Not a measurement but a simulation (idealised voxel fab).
The document below concerns the process module designated voxel plated lines.
Shown is cross-section cut, with a width of 185 nm and square cells of size 5 nm.
Cross-sections here: square-cell grids, written as top-down lists of bands, a band being one or more rows of cells.
First you get the band's top height and its bottom height, in nm, and then the materials it's made of, left to right, with each width in nm. If you see a single material with "throughout", that one covers the band edge to edge. "empty" is empty space.
All heights in this document are referenced to 0, defined as the level beneath which the wafer, as received, consists entirely of one material. The lowest band is not bounded below; it extends indefinitely downward and is written in the form "from 0 down".
The two numbers in a width such as "30..40" mark its ends across the band: the first belongs to the top row of cells, the second to the bottom row, and from each row to the next the width moves by the same amount.
The cross-section has no changed cell in any step marked "remained the same".
If an empty space has no open way to the top and is at least 8 cells in size, "Completely enclosed voids" lists it, written width x height at distance, where distance is measured from the left edge and every value is in nm.
after a step's settings: what the simulator itself notes on the step
overlay nm: on a step with a mask, how far right of its planned place the mask lay; negative means left.
-- Steps planned for the process
- 1: RECEIVE | material Si
- 2: CONFORMAL_DEP | material Al2O3 | thk nm 15
- 3: DIRECTIONAL_DEP | material TiN | thk nm 5
- 4: PATTERN | tone open | mask id LINES | material resist | width nm 20 | pitch nm 35 | thk nm 15 | overlay nm -15
- 5: EPI | material Ru | thk nm 5
- 6: STRIP | etch materials resist
- 7: DIRECTIONAL_ETCH | etch materials TiN | depth nm 5
- 8: CONFORMAL_DEP | material SiO2 | thk nm 5
The wafers are alike at the start. At step 4, their overlay nm differs. The plan lists the first wafer's value.
-- Cross-section: the first of several wafers in its as-received state, i.e. following step 1
* from 0 down | Si throughout
* Completely enclosed voids: none
-- The figure below presents a cross-section of the first of several wafers at the conclusion of the module, following its last step, step 8
* from 30 to 25 | 25 of empty | 30 of SiO2 | 5 of empty | 30 of SiO2 | 5 of empty | 30 of SiO2 | 60 of empty
* from 25 to 20 | 25 of empty | 5 of SiO2 | 20 of Ru | 5 of SiO2 | 5 of empty | 5 of SiO2 | 20 of Ru | 5 of SiO2 | 5 of empty | 5 of SiO2 | 20 of Ru | 5 of SiO2 | 60 of empty
* from 20 to 15 | 30 of SiO2 | 20 of TiN | 15 of SiO2 | 20 of TiN | 15 of SiO2 | 20 of TiN | 65 of SiO2
* from 15 to 0 | Al2O3 throughout
* from 0 down | Si throughout
* Completely enclosed voids: none
-- End of module: cross-section, last of several wafers
* from 30 to 25 | 55 of empty | 30 of SiO2 | 5 of empty | 30 of SiO2 | 5 of empty | 30 of SiO2 | 30 of empty
* from 25 to 20 | 55 of empty | 5 of SiO2 | 20 of Ru | 5 of SiO2 | 5 of empty | 5 of SiO2 | 20 of Ru | 5 of SiO2 | 5 of empty | 5 of SiO2 | 20 of Ru | 5 of SiO2 | 30 of empty
* from 20 to 15 | 60 of SiO2 | 20 of TiN | 15 of SiO2 | 20 of TiN | 15 of SiO2 | 20 of TiN | 35 of SiO2
* from 15 to 0 | Al2O3 throughout
* from 0 down | Si throughout
* Completely enclosed voids: none
-- For your reference, the table is organized with a row per wafer; each row reflects the wafer at the end of the module, indicating for each material the cells gained (+) or lost (-) since receipt, and thereafter its closed voids
overlay nm -15 | +111 Al2O3 | +12 Ru | +49 SiO2 | +12 TiN | Completely enclosed voids: none
overlay nm -10 | +111 Al2O3 | +12 Ru | +49 SiO2 | +12 TiN | Completely enclosed voids: none
overlay nm -5 | +111 Al2O3 | +12 Ru | +49 SiO2 | +12 TiN | Completely enclosed voids: none
overlay nm 0 | +111 Al2O3 | +12 Ru | +49 SiO2 | +12 TiN | Completely enclosed voids: none
overlay nm 5 | +111 Al2O3 | +12 Ru | +49 SiO2 | +12 TiN | Completely enclosed voids: none
overlay nm 10 | +111 Al2O3 | +12 Ru | +49 SiO2 | +12 TiN | Completely enclosed voids: none
overlay nm 15 | +111 Al2O3 | +12 Ru | +49 SiO2 | +12 TiN | Completely enclosed voids: none
